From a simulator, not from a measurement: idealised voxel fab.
The name of this process module is voxel ribs on slabs.
For reference, the cross-section in this document is cut, with width 285 nm and square cells of 5 nm.
Cross-section format: a grid of square cells, given as bands from top to bottom; each band is one or more rows of cells.
Per band: top height and bottom height in nm, followed by the left-to-right materials and their widths in nm; "edge to edge" marks a single material spanning edge to edge, "empty" marks empty space.
Height 0 is the level under which the wafer as received is all one material. The lowest band goes on downwards, as in "0 -> down".
The two numbers in a width such as "30..40" mark its ends across the band: the first belongs to the top row of cells, the second to the bottom row, and from each row to the next the width moves by the same amount.
It should be understood that the words "identical to before", when stated for a given step, signify that the cross-section underwent no change in any of its cells during that step.
Heads up: "Enclosed void listing" only lists the empty pockets with no open path to the top that are 8 cells or more, and it writes them as width x height at distance, distance from the left edge, in nm.
That trailing text on a step's line, after the settings, is the simulator's own remark on the step.
Each step line may optionally specify "overlay nm", which for a step with a mask gives the rightward distance between the mask's planned place and where it lay, a negative value indicating the leftward direction.

**Steps in the process plan**
1) RECEIVE (material Si)
2) DIRECTIONAL_DEP (material SiO2; thk nm 30)
3) DIRECTIONAL_DEP (material SiN; thk nm 20)
4) MASKED_ETCH (tone cover; mask id RIB; width nm 25; etch materials SiN; depth nm 15; overlay nm 0)
5) PATTERN (tone cover; mask id SLAB; material resist; width nm 65; thk nm 15; overlay nm 0)
6) DIRECTIONAL_ETCH (etch materials SiN; depth nm 5)
7) STRIP (etch materials resist)
8) FILL_DEP (material SiO2; thk nm 25)
9) CMP (height nm 70)
10) DIRECTIONAL_DEP (material TiN; thk nm 10)
11) DIRECTIONAL_DEP (material aC; thk nm 15)
12) PATTERN (tone cover; mask id HEATER; material resist; width nm 35; thk nm 35; overlay nm 0)
13) DIRECTIONAL_ETCH (etch materials aC; depth nm 15)
14) STRIP (etch materials resist)
15) DIRECTIONAL_ETCH (etch materials TiN; depth nm 10)
16) STRIP (etch materials aC)
17) CONFORMAL_DEP (material SiO2; thk nm 5)

**Delivered wafer in cross-section: state after step 1**
	0 -> down | Si edge to edge
	Enclosed void listing: none

**Below is the wafer in cross-section after the module was completed. It began from the starting point shown above and followed the plan shown above, except that one mistake was made while running it**
	85 -> 80 | empty (120)  SiO2 (45)  empty (120)
	80 -> 75 | empty (120)  SiO2 (5)  TiN (35)  SiO2 (5)  empty (120)
	75 -> 70 | SiO2 (125)  TiN (35)  SiO2 (125)
	70 -> 50 | SiO2 edge to edge
	50 -> 35 | SiO2 (140)  SiN (25)  SiO2 (120)
	35 -> 30 | SiO2 (110)  SiN (65)  SiO2 (110)
	30 -> 0 | SiO2 edge to edge
	0 -> down | Si edge to edge
	Enclosed void listing: none
Want to know what went wrong? step 4 was not run as planned; what actually ran was MASKED_ETCH (tone cover; mask id RIB; width nm 25; etch materials SiN; depth nm 15; overlay nm 10)
